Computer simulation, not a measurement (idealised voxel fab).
The following is a process module called voxel tone inversion.
FYI the section here is cut, 240 nm wide, cells are 5 nm squares.
Bands, listed from the top down, are how a cross-section gets written in this document; the cross-section itself is a grid of square cells, and a band is one or more rows of them.
This entry defines a band. It first specifies the height of the band's top and the height of its bottom in nm, and then specifies the band's materials from left to right, stating each material with its width in nm. The word "throughout" identifies a single material that fills the band from edge to edge, while the word "air" identifies empty space.
Counting heights begins at 0, where everything beneath is, in the wafer as received, one material. The lowest band has no bottom; it goes on downwards, as "0 down" shows.
A two-number width, for instance "30 to 40", indicates that the width is equal to the first number in the top row of the band and to the second number in the bottom row, and that it changes by a constant amount per row of cells.
Step marked "nothing changed"? Then no cell in the cross-section changed in it.
"Closed void list" means: voids of 8 cells or more that are shut off from the top with no open way through. Written width x height at distance, distance from the left edge, in nm.
Step line, after settings: the simulator's comment on this step.
The optional step-line setting "overlay nm" applies to steps with a mask and quantifies how far to the right of its planned location the mask lay, a negative value indicating leftward placement.
# Here's what the planned process steps look like
1: RECEIVE: material Si
2: CONFORMAL_DEP: material SiN, thk nm 5
3: DIRECTIONAL_DEP: material polySi, thk nm 20
4: PATTERN: tone cover, mask id POSTS, material resist, width nm 15, pitch nm 45, thk nm 25, overlay nm 0
5: DIRECTIONAL_ETCH: etch materials polySi, depth nm 20
6: STRIP: etch materials resist
7: FILL_DEP: material lowk, thk nm 10
8: CMP: height nm 25
9: STRIP: etch materials polySi
10: CONFORMAL_DEP: material TiN, thk nm 5
11: FILL_DEP: material Cu, thk nm 10
12: CMP: height nm 25
13: CONFORMAL_DEP: material SiCN, thk nm 5
# Cross-section of the wafer at receipt, which is the condition after step 1
* 0 down  Si throughout
* Closed void list: none
# The cross-section shown corresponds to the wafer at the conclusion of the module. The initial structure and the process plan are those presented above; however, one mistake occurred in executing the plan
* 20 to 15  SiCN throughout
* 15 to 10  lowk 45; TiN 5; Cu 5; TiN 5; lowk 30; TiN 5; Cu 5; TiN 5; lowk 30; TiN 5; Cu 5; TiN 5; lowk 30; TiN 5; Cu 5; TiN 5; lowk 45
* 10 to 5  lowk 45; TiN 15; lowk 30; TiN 15; lowk 30; TiN 15; lowk 30; TiN 15; lowk 45
* 5 to 0  SiN throughout
* 0 down  Si throughout
* Closed void list: none
Want to know what went wrong? step 12 deviated from plan and actually ran as CMP: height nm 15
